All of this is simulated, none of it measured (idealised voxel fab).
A process module follows: voxel ribs on slabs.
We display cut, a cross-section 255 nm in width whose square cells are each 5 nm.
Cross-section format: a grid of square cells, given as bands from top to bottom; each band is one or more rows of cells. Within each band entry, the heights of the top and of the bottom of the band appear first, in that order and in nm; the materials of the band then follow from left to right, each with its corresponding width in nm. The designation "full width" on a single material indicates that it fills the band from edge to edge; the designation "air" indicates empty space. Zero point of the height axis is 0; under it, received wafer = one material. Lowest band: continues down indefinitely, "z 0 and below". Graded width ("30..40"): value in top row of band = first number; value in bottom row = second number; row-to-row change constant. Given "remained the same" for a step, no cell of the cross-section differs between before and after that step. Any empty space of 8 cells or more lacking an open way to the top shows up in "Trapped void list" as width x height at distance, distance from the left edge, in nm. The remark found on a step's line after its settings is issued by the simulator itself and pertains to that step. On any step carrying a mask, the "overlay nm" setting, if present on the step's line, tells how far right of its planned place the mask lay; negative values point to the left.
**Intended process steps**
1 op RECEIVE | material Si
2 op DIRECTIONAL_DEP | material SiO2 | thk nm 30
3 op DIRECTIONAL_DEP | material polySi | thk nm 25
4 op MASKED_ETCH | tone cover | mask id RIB | width nm 25 | etch materials polySi | depth nm 15 | overlay nm 0
5 op MASKED_ETCH | tone cover | mask id SLAB | width nm 75 | etch materials polySi | depth nm 10 | overlay nm 0
6 op FILL_DEP | material SiO2 | thk nm 15
7 op CMP | height nm 65
8 op DIRECTIONAL_DEP | material TiN | thk nm 10
9 op PATTERN | tone cover | mask id HEATER | material resist | width nm 35 | thk nm 15 | overlay nm 0
10 op DIRECTIONAL_ETCH | etch materials TiN | depth nm 10
11 op STRIP | etch materials resist
12 op CONFORMAL_DEP | material SiO2 | thk nm 5
**Wafer as received: cross-section following step 1**
> z 0 and below | Si full width
> Trapped void list: none
**Final wafer profile in cross-section after the module, from the same start and plan as above, with one mistake made during processing**
> z 80 to 75 | 105 of air, then 45 of SiO2, then 105 of air
> z 75 to 70 | 105 of air, then 5 of SiO2, then 35 of TiN, then 5 of SiO2, then 105 of air
> z 70 to 65 | 110 of SiO2, then 35 of TiN, then 110 of SiO2
> z 65 to 50 | 115 of SiO2, then 25 of polySi, then 115 of SiO2
> z 50 to 40 | 90 of SiO2, then 75 of polySi, then 90 of SiO2
> z 40 to 0 | SiO2 full width
> z 0 and below | Si full width
> Trapped void list: none
Finding, execution versus plan: in deviation from the planned setting, step 2 was conducted as op DIRECTIONAL_DEP | material SiO2 | thk nm 40
